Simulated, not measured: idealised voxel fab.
Name of the process module below: voxel wiring stack
This is section cut - it's 285 nm across, gridded in 5 nm square cells.
Cross-section layout: square cells on a grid; listed as bands, top to bottom; a band spans one or more cell rows. Look at the band entry: it leads with the top's height and the bottom's height in nm. Then it lists the materials left to right, with a width in nm for each. The word "throughout" on a single material says that material fills the band edge to edge. The word "empty" is empty space. Beneath 0, the wafer as received is one material, and that level is where height counting begins. The lowest band goes on downward without a bottom; it is written like "0..down". Graded width ("30->40"): value in top row of band = first number; value in bottom row = second number; row-to-row change constant. You'll sometimes find "everything unchanged" written for a step, and that's the way of saying that nowhere in the cross-section did a cell change during that step. Basically, "Closed internal voids" tells you about the enclosed voids: empty spaces with no open way to the top, 8 cells or bigger, each written width x height at distance, where distance is from the left edge, all in nm. Formally, on a step line, whatever follows the settings is a remark that the simulator itself makes on the step. overlay nm: for a step with a mask, the amount by which the mask lay right of where it was planned; a negative amount means left of it.
### The process steps that were planned are listed below
| 1 | op RECEIVE | material Si |
| 2 | op CONFORMAL_DEP | material SiO2 | thk nm 15 |
| 3 | op CONFORMAL_DEP | material SiCN | thk nm 5 |
| 4 | op DIRECTIONAL_DEP | material lowk | thk nm 15 |
| 5 | op DIRECTIONAL_DEP | material aC | thk nm 10 |
| 6 | op PATTERN | tone open | mask id METAL_1 | material resist | width nm 20 | pitch nm 50 | thk nm 30 | overlay nm 0 |
| 7 | op DIRECTIONAL_ETCH | etch materials aC | depth nm 10 |
| 8 | op STRIP | etch materials resist |
| 9 | op DIRECTIONAL_ETCH | etch materials lowk | depth nm 15 |
| 10 | op DIRECTIONAL_ETCH | etch materials SiCN | depth nm 5 |
| 11 | op STRIP | etch materials aC |
| 12 | op CONFORMAL_DEP | material TiN | thk nm 5 |
| 13 | op FILL_DEP | material Cu | thk nm 10 |
| 14 | op CMP | height nm 35 |
| 15 | op CONFORMAL_DEP | material SiCN | thk nm 5 |
| 16 | op DIRECTIONAL_DEP | material lowk | thk nm 30 |
| 17 | op PATTERN | tone open | mask id METAL_2_HOLES | material resist | width nm 15 | pitch nm 50 | thk nm 15 | overlay nm 0 |
| 18 | op DIRECTIONAL_ETCH | etch materials lowk | depth nm 30 |
| 19 | op STRIP | etch materials resist |
| 20 | op DIRECTIONAL_DEP | material aC | thk nm 15 |
| 21 | op PATTERN | tone open | mask id METAL_2 | material resist | width nm 20 | pitch nm 50 | thk nm 35 | overlay nm 0 |
| 22 | op DIRECTIONAL_ETCH | etch materials aC | depth nm 15 |
| 23 | op STRIP | etch materials resist |
| 24 | op DIRECTIONAL_ETCH | etch materials lowk | depth nm 15 |
| 25 | op DIRECTIONAL_ETCH | etch materials SiCN | depth nm 5 |
| 26 | op STRIP | etch materials aC |
| 27 | op CONFORMAL_DEP | material TiN | thk nm 5 |
| 28 | op FILL_DEP | material Cu | thk nm 5 |
| 29 | op CMP | height nm 70 |
| 30 | op CONFORMAL_DEP | material SiCN | thk nm 5 |
### This is the cross-section of the wafer as we received it, i.e. after step 1
- 0..down = Si throughout
- Closed internal voids: none
### Final cross-section, module run with one mistake (start and plan as above)
- 75..70 = SiCN throughout
- 70..60 = lowk (80) | TiN (5) | Cu (5) | TiN (5) | lowk (35) | TiN (5) | Cu (5) | TiN (5) | lowk (35) | TiN (5) | Cu (5) | TiN (5) | lowk (90)
- 60..55 = lowk (80) | TiN (15) | lowk (35) | TiN (15) | lowk (35) | TiN (15) | lowk (90)
- 55..40 = lowk throughout
- 40..35 = SiCN throughout
- 35..20 = lowk (80) | TiN (5) | Cu (10) | TiN (5) | lowk (30) | TiN (5) | Cu (10) | TiN (5) | lowk (30) | TiN (5) | Cu (10) | TiN (5) | lowk (85)
- 20..15 = SiCN (80) | TiN (20) | SiCN (30) | TiN (20) | SiCN (30) | TiN (20) | SiCN (85)
- 15..0 = SiO2 throughout
- 0..down = Si throughout
- Closed internal voids: none
The plan and the run diverged here: step 16 of the plan was carried out twice
